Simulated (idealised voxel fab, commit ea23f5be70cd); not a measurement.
Name of the process module below: voxel plated lines
The width of the displayed cross-section, cut, is 225 nm; its cells are square, with a size of 5 nm.
Format of a cross-section: grid, square cells. Given as bands. Order: top down. Band: one or more rows of cells.
Read a band's entry like this: the first values are the height of its top and the height of its bottom in nm, and what follows is the sequence of materials from left to right, each with its width in nm. Note that "blank" is empty space, and that a single material marked "full width" reaches across the band from edge to edge.
Ref level 0: as-received wafer is one material below here. Bottom band extends down with no lower bound ("0 -> down").
With a width like "30->40", each row of cells in the band differs from the next by the same amount, the top row carrying the first number and the bottom row the second.
"stayed the same" after a step means that no cell of the cross-section changed.
Under "Enclosed empty spaces" you'll find the enclosed gaps, the ones with no way out to the top, that are 8 cells or bigger; each reads width x height at distance, with distance counted from the left edge, everything in nm.
It should be noted that, on the line of a given step, the content following the step's settings is a remark produced by the simulator itself with respect to that step.
A step's line can hold "overlay nm"; with a mask on that step, the setting says how far right of the planned place the mask lay, while a negative setting says it lay to the left.
Below is the list of planned process steps
1: RECEIVE, material Si
2: CONFORMAL_DEP, material Al2O3, thk nm 10
3: DIRECTIONAL_DEP, material TiN, thk nm 5
4: PATTERN, tone open, mask id LINES, material resist, width nm 25, pitch nm 55, thk nm 15, overlay nm 0
5: EPI, material Ru, thk nm 10
6: STRIP, etch materials resist
7: DIRECTIONAL_ETCH, etch materials TiN, depth nm 5
8: CONFORMAL_DEP, material SiO2, thk nm 10
Cross-sectional view of the wafer in its as-received condition, corresponding to the state after step 1
- 0 -> down = Si full width
- Enclosed empty spaces: none
End-of-module XS, first of two wafers, run as planned
- 35 -> 25 = blank (60), SiO2 (45), blank (10), SiO2 (45), blank (65)
- 25 -> 20 = blank (60), SiO2 (10), Ru (25), SiO2 (10), blank (10), SiO2 (10), Ru (25), SiO2 (10), blank (65)
- 20 -> 15 = SiO2 (70), Ru (25), SiO2 (30), Ru (25), SiO2 (75)
- 15 -> 10 = SiO2 (70), TiN (25), SiO2 (30), TiN (25), SiO2 (75)
- 10 -> 0 = Al2O3 full width
- 0 -> down = Si full width
- Enclosed empty spaces: none
Second wafer of the two, sectioned at the end of the module. It began like the first and followed the same plan, but one mistake was made while running it
- 35 -> 25 = blank (55), SiO2 (45), blank (10), SiO2 (45), blank (70)
- 25 -> 20 = blank (55), SiO2 (10), Ru (25), SiO2 (10), blank (10), SiO2 (10), Ru (25), SiO2 (10), blank (70)
- 20 -> 15 = SiO2 (65), Ru (25), SiO2 (30), Ru (25), SiO2 (80)
- 15 -> 10 = SiO2 (65), TiN (25), SiO2 (30), TiN (25), SiO2 (80)
- 10 -> 0 = Al2O3 full width
- 0 -> down = Si full width
- Enclosed empty spaces: none
what went wrong: step 4 did not happen as planned, as run it was PATTERN, tone open, mask id LINES, material resist, width nm 25, pitch nm 55, thk nm 15, overlay nm -5
Upon completion, the cell count for each material on the second wafer equals that on the first, whereas the spatial distribution of those cells differs.
